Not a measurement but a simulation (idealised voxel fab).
The name of this process module is voxel local oxidation.
Shown is cross-section cut, with a width of 170 nm and square cells of size 5 nm.
For the purposes of this document, a cross-section shall be understood as a grid of square cells, specified as bands listed in top-to-bottom order, each band consisting of one or more rows of cells. Top, bottom (nm), then materials left to right with widths (nm); lone material tagged "edge to edge" fills the whole band edge to edge; "air" = empty space. A quick word on heights: they are counted from 0, and under that level the wafer as it came to us is one material throughout. The lowest band is different from the rest in having no bottom; it simply continues downward, written as in "0 -> down". The notation "30..40" denotes a width that varies across the rows of cells in the band, beginning at the first number in the top row, finishing at the second number in the bottom row, and changing by an identical amount from each row to the next. When a step is marked "same as before", none of the cells in the cross-section changed during that step. Voids, fully enclosed: empty space of 8 cells or more with no open way to the top, each as width x height at its distance from the left edge, in nm. Heads up: the bit after the settings on a step's line is the simulator's remark on that step. The line of a step may include "overlay nm". On a step with a mask, this value is how far to the right of its planned place the mask lay. A negative value means the mask lay to the left.
Below is the list of planned process steps:
step 1: RECEIVE, material Si
step 2: OXIDIZE, depth nm 5
step 3: CONFORMAL_DEP, material SiN, thk nm 10
step 4: MASKED_ETCH, tone cover, mask id ACTIVE, width nm 100, etch materials SiN, depth nm 10, overlay nm 0
step 5: SELECTIVE_ETCH, etch materials SiO2, depth nm 5
step 6: OXIDIZE, depth nm 10
step 7: STRIP, etch materials SiN
Wafer as received: cross-section following step 1:
0 -> down  Si edge to edge
Voids, fully enclosed: none
A wafer at the end: this start, this plan, one mistake:
0 -> -5  50 air / 90 SiO2 / 30 air
-5 -> -15  60 SiO2 / 70 Si / 40 SiO2
-15 -> down  Si edge to edge
Voids, fully enclosed: none
Misprocessing identified: step 4 was processed under conditions differing from the plan, specifically as MASKED_ETCH, tone cover, mask id ACTIVE, width nm 100, etch materials SiN, depth nm 10, overlay nm 10
